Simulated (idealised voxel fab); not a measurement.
Presented below is a process module, voxel fin reveal.
For reference, the cross-section in this document is cut, with width 160 nm and square cells of 5 nm.
Think of the cross-section as a grid of square cells. We describe it in bands, top to bottom, and each band covers one or more rows of those cells. For a band, the entry starts with two heights in nm, that of the top and then that of the bottom, and carries on with the band's materials in order from left to right, each alongside its width in nm; the word "full width" beside a single material means it fills the band edge to edge, and "air" means empty space. Zero point of the height axis is 0; under it, received wafer = one material. Lowest band: continues down indefinitely, "0 nm and below". With a width like "30->40", each row of cells in the band differs from the next by the same amount, the top row carrying the first number and the bottom row the second. You'll sometimes find "all unchanged" written for a step, and that's the way of saying that nowhere in the cross-section did a cell change during that step. Trapped cavities: empty space of 8 cells or more with no open way to the top, each as width x height at its distance from the left edge, in nm. Where a step's line continues beyond its settings, the continuation is a remark by the simulator itself on that step. What "overlay nm" on a step's line means: if the step has a mask, that mask lay this far to the right of its planned place, or, when the value is negative, to the left.

[Planned process steps]
1. RECEIVE with material Si
2. CONFORMAL_DEP with material SiN, thk nm 10
3. DIRECTIONAL_DEP with material aC, thk nm 10
4. PATTERN with tone cover, mask id FINS, material resist, width nm 15, pitch nm 35, thk nm 30, overlay nm 0
5. DIRECTIONAL_ETCH with etch materials aC, depth nm 10
6. STRIP with etch materials resist
7. DIRECTIONAL_ETCH with etch materials SiN, depth nm 10
8. DIRECTIONAL_ETCH with etch materials Si, depth nm 40
9. STRIP with etch materials aC
10. FILL_DEP with material SiO2, thk nm 15
11. CMP with height nm 10
12. SELECTIVE_ETCH with etch materials SiO2, depth nm 25
13. STRIP with etch materials SiN
14. CONFORMAL_DEP with material SiO2, thk nm 5

[As received (post step 1): cross-section]
  0 nm and below = Si full width
  Trapped cavities: none

[Sectioned view, first of two wafers, at the close of the module, processed as intended in the plan]
  5 nm to 0 nm = air 30 nm, SiO2 25 nm, air 10 nm, SiO2 25 nm, air 10 nm, SiO2 25 nm, air 35 nm
  0 nm to -10 nm = air 30 nm, SiO2 5 nm, Si 15 nm, SiO2 5 nm, air 10 nm, SiO2 5 nm, Si 15 nm, SiO2 5 nm, air 10 nm, SiO2 5 nm, Si 15 nm, SiO2 5 nm, air 35 nm
  -10 nm to -40 nm = SiO2 35 nm, Si 15 nm, SiO2 20 nm, Si 15 nm, SiO2 20 nm, Si 15 nm, SiO2 40 nm
  -40 nm and below = Si full width
  Trapped cavities: none

[End-of-module cross-section of the second wafer: identical starting point and process plan to the first, with one processing mistake]
  5 nm to 0 nm = air 30 nm, SiO2 25 nm, air 10 nm, SiO2 25 nm, air 10 nm, SiO2 25 nm, air 35 nm
  0 nm to -10 nm = air 30 nm, SiO2 5 nm, Si 15 nm, SiO2 5 nm, air 10 nm, SiO2 5 nm, Si 15 nm, SiO2 5 nm, air 10 nm, SiO2 5 nm, Si 15 nm, SiO2 5 nm, air 35 nm
  -10 nm to -35 nm = SiO2 35 nm, Si 15 nm, SiO2 20 nm, Si 15 nm, SiO2 20 nm, Si 15 nm, SiO2 40 nm
  -35 nm and below = Si full width
  Trapped cavities: none
Want to know what went wrong? it should be noted that step 8 was executed with settings other than those planned, the operation and settings actually applied being DIRECTIONAL_ETCH with etch materials Si, depth nm 35
Wafer comparison, final, in cells, second relative to first, materials more or fewer: Si: 23 more; SiO2: 23 fewer
